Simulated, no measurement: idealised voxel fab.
Process module heading - voxel released beams
It is cross-section cut that appears here, measuring 200 nm in width, its square cells being 5 nm in size.
Think of the cross-section as a grid of square cells. We describe it in bands, top to bottom, and each band covers one or more rows of those cells.
A band entry consists of two parts. The first gives the height of the band's top and the height of its bottom, in nm. The rest lists the band's materials from left to right, each with its width in nm. A single material labelled with the word "edge to edge" fills the band from edge to edge, and the word "blank" marks empty space.
Height is counted from the level 0, under which the received wafer is composed throughout of one material. The lowest of the bands is not closed at the bottom but continues downward, in the notation "0..down".
Per-row width for "30 to 40": begins at first number (top row of band), ends at second number (bottom row), increment between rows held constant.
"nothing changed" -> step changed no cross-section cell.
"Enclosed void listing": empty spaces of 8 cells or more with no open way to the top, each given as width x height at distance, distance from the left edge, all in nm.
Step line, after settings: the simulator's comment on this step.
overlay nm: on a step with a mask, how far right of its planned place the mask lay; negative means left.

Intended process steps
1: RECEIVE,material Si
2: CONFORMAL_DEP,material SiN,thk nm 5
3: DIRECTIONAL_DEP,material SiO2,thk nm 20
4: DIRECTIONAL_DEP,material aC,thk nm 15
5: PATTERN,tone open,mask id ANCHOR,material resist,width nm 35,thk nm 30,overlay nm 0
6: DIRECTIONAL_ETCH,etch materials aC,depth nm 15
7: STRIP,etch materials resist
8: DIRECTIONAL_ETCH,etch materials SiO2,depth nm 20
9: STRIP,etch materials aC
10: CONFORMAL_DEP,material TiN,thk nm 15
11: PATTERN,tone cover,mask id BEAM,material resist,width nm 70,thk nm 20,overlay nm 0
12: DIRECTIONAL_ETCH,etch materials TiN,depth nm 15
13: STRIP,etch materials resist
14: STRIP,etch materials SiO2
Split variable: width nm, step 11. Plan value = first wafer. Wafers start alike.

First wafer of several, as received: cross-section after step 1
  0..down = Si edge to edge
  Enclosed void listing: none

Heads up, this table goes wafer by wafer. A row tells you, at the end of the module, how many cells of each material that wafer has put on (+) or dropped (-) since it was received, and then its closed voids
width nm 70, +40 SiN, +66 TiN, Enclosed void listing: none
width nm 75, +40 SiN, +69 TiN, Enclosed void listing: none
width nm 80, +40 SiN, +72 TiN, Enclosed void listing: none
width nm 85, +40 SiN, +75 TiN, Enclosed void listing: none
width nm 90, +40 SiN, +78 TiN, Enclosed void listing: none
width nm 95, +40 SiN, +81 TiN, Enclosed void listing: none
